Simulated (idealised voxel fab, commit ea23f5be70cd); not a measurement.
Documented hereafter: the process module known as voxel self aligned vias.
Xsec cut, 270 nm wide, square cell size 5 nm.
A cross-section is written here as square cells arranged in a grid, and it is given in bands from the top down, each band taking up one or more rows of cells.
Band entry format. Leading values: height of top, height of bottom, nm. Remainder: materials in left-to-right order, each with its width in nm. Special words: "edge to edge" on a single material, which then fills the band edge to edge; "empty", empty space.
A quick word on heights: they are counted from 0, and under that level the wafer as it came to us is one material throughout. The lowest band is different from the rest in having no bottom; it simply continues downward, written as in "0 -> down".
So if you see something like "30->40" for the width, read it as the top row of the band sitting at the first number and the bottom row at the second, with every row in between moving by the same amount as the last.
Where a step carries "no change occurred", the cross-section came out of it unchanged, cell for cell.
Enclosed voids (no open way to top), threshold 8 cells or more, entry "Voids, fully enclosed", notation width x height at distance, distance from left edge, nm.
If you see something after the settings on a step's line, that's the simulator's own remark about that step.
The line of a step may include "overlay nm". On a step with a mask, this value is how far to the right of its planned place the mask lay. A negative value means the mask lay to the left.
**So here's the lineup of process steps we planned**
| 1 | RECEIVE [material Si] |
| 2 | CONFORMAL_DEP [material SiO2] [thk nm 10] |
| 3 | CONFORMAL_DEP [material SiCN] [thk nm 5] |
| 4 | DIRECTIONAL_DEP [material SiO2] [thk nm 30] |
| 5 | PATTERN [tone open] [mask id LINES] [material resist] [width nm 25] [pitch nm 65] [thk nm 20] [overlay nm 0] |
| 6 | DIRECTIONAL_ETCH [etch materials SiO2] [depth nm 30] |
| 7 | STRIP [etch materials resist] |
| 8 | CONFORMAL_DEP [material TiN] [thk nm 5] |
| 9 | FILL_DEP [material W] [thk nm 10] |
| 10 | CMP [height nm 45] |
| 11 | SELECTIVE_ETCH [etch materials W Ru TiN] [depth nm 5] |
| 12 | FILL_DEP [material SiN] [thk nm 5] |
| 13 | CMP [height nm 45] |
| 14 | DIRECTIONAL_DEP [material SiO2] [thk nm 20] |
| 15 | MASKED_ETCH [tone open] [mask id VIAS] [width nm 35] [pitch nm 65] [etch materials SiO2] [depth nm 20] [overlay nm 0] |
| 16 | MASKED_ETCH [tone open] [mask id VIAS] [width nm 35] [pitch nm 65] [etch materials SiN] [depth nm 5] [overlay nm 0] |
| 17 | CONFORMAL_DEP [material TiN] [thk nm 5] |
| 18 | FILL_DEP [material Cu] [thk nm 10] |
| 19 | CMP [height nm 65] |
| 20 | CONFORMAL_DEP [material SiCN] [thk nm 5] |
**Cross-section of the wafer as it came to us, i.e., already through step 1**
0 -> down  Si edge to edge
Voids, fully enclosed: none
**Cross-section taken at module completion on the first of two wafers; processed per the plan**
70 -> 65  SiCN edge to edge
65 -> 50  50 of SiO2; 5 of TiN; 25 of Cu; 5 of TiN; 30 of SiO2; 5 of TiN; 25 of Cu; 5 of TiN; 30 of SiO2; 5 of TiN; 25 of Cu; 5 of TiN; 55 of SiO2
50 -> 45  50 of SiO2; 10 of TiN; 15 of Cu; 10 of TiN; 30 of SiO2; 10 of TiN; 15 of Cu; 10 of TiN; 30 of SiO2; 10 of TiN; 15 of Cu; 10 of TiN; 55 of SiO2
45 -> 40  55 of SiO2; 25 of TiN; 40 of SiO2; 25 of TiN; 40 of SiO2; 25 of TiN; 60 of SiO2
40 -> 20  55 of SiO2; 5 of TiN; 15 of W; 5 of TiN; 40 of SiO2; 5 of TiN; 15 of W; 5 of TiN; 40 of SiO2; 5 of TiN; 15 of W; 5 of TiN; 60 of SiO2
20 -> 15  55 of SiO2; 25 of TiN; 40 of SiO2; 25 of TiN; 40 of SiO2; 25 of TiN; 60 of SiO2
15 -> 10  SiCN edge to edge
10 -> 0  SiO2 edge to edge
0 -> down  Si edge to edge
Voids, fully enclosed: none
**Same start, same plan as the first wafer - but one mistake in the run. Cross-section of the second of the two at the end of the module**
70 -> 65  SiCN edge to edge
65 -> 45  50 of SiO2; 5 of TiN; 25 of SiO2; 5 of TiN; 30 of SiO2; 5 of TiN; 25 of SiO2; 5 of TiN; 30 of SiO2; 5 of TiN; 25 of SiO2; 5 of TiN; 55 of SiO2
45 -> 40  55 of SiO2; 25 of SiN; 40 of SiO2; 25 of SiN; 40 of SiO2; 25 of SiN; 60 of SiO2
40 -> 20  55 of SiO2; 5 of TiN; 15 of W; 5 of TiN; 40 of SiO2; 5 of TiN; 15 of W; 5 of TiN; 40 of SiO2; 5 of TiN; 15 of W; 5 of TiN; 60 of SiO2
20 -> 15  55 of SiO2; 25 of TiN; 40 of SiO2; 25 of TiN; 40 of SiO2; 25 of TiN; 60 of SiO2
15 -> 10  SiCN edge to edge
10 -> 0  SiO2 edge to edge
0 -> down  Si edge to edge
Voids, fully enclosed: none
Short version of what went wrong: sequence error: steps 14 and 15 interchanged
Upon completion, the second wafer contains, in terms of cells, a greater or smaller amount of certain materials than the first wafer: Cu -54 | SiN +15 | SiO2 +60 | TiN -21
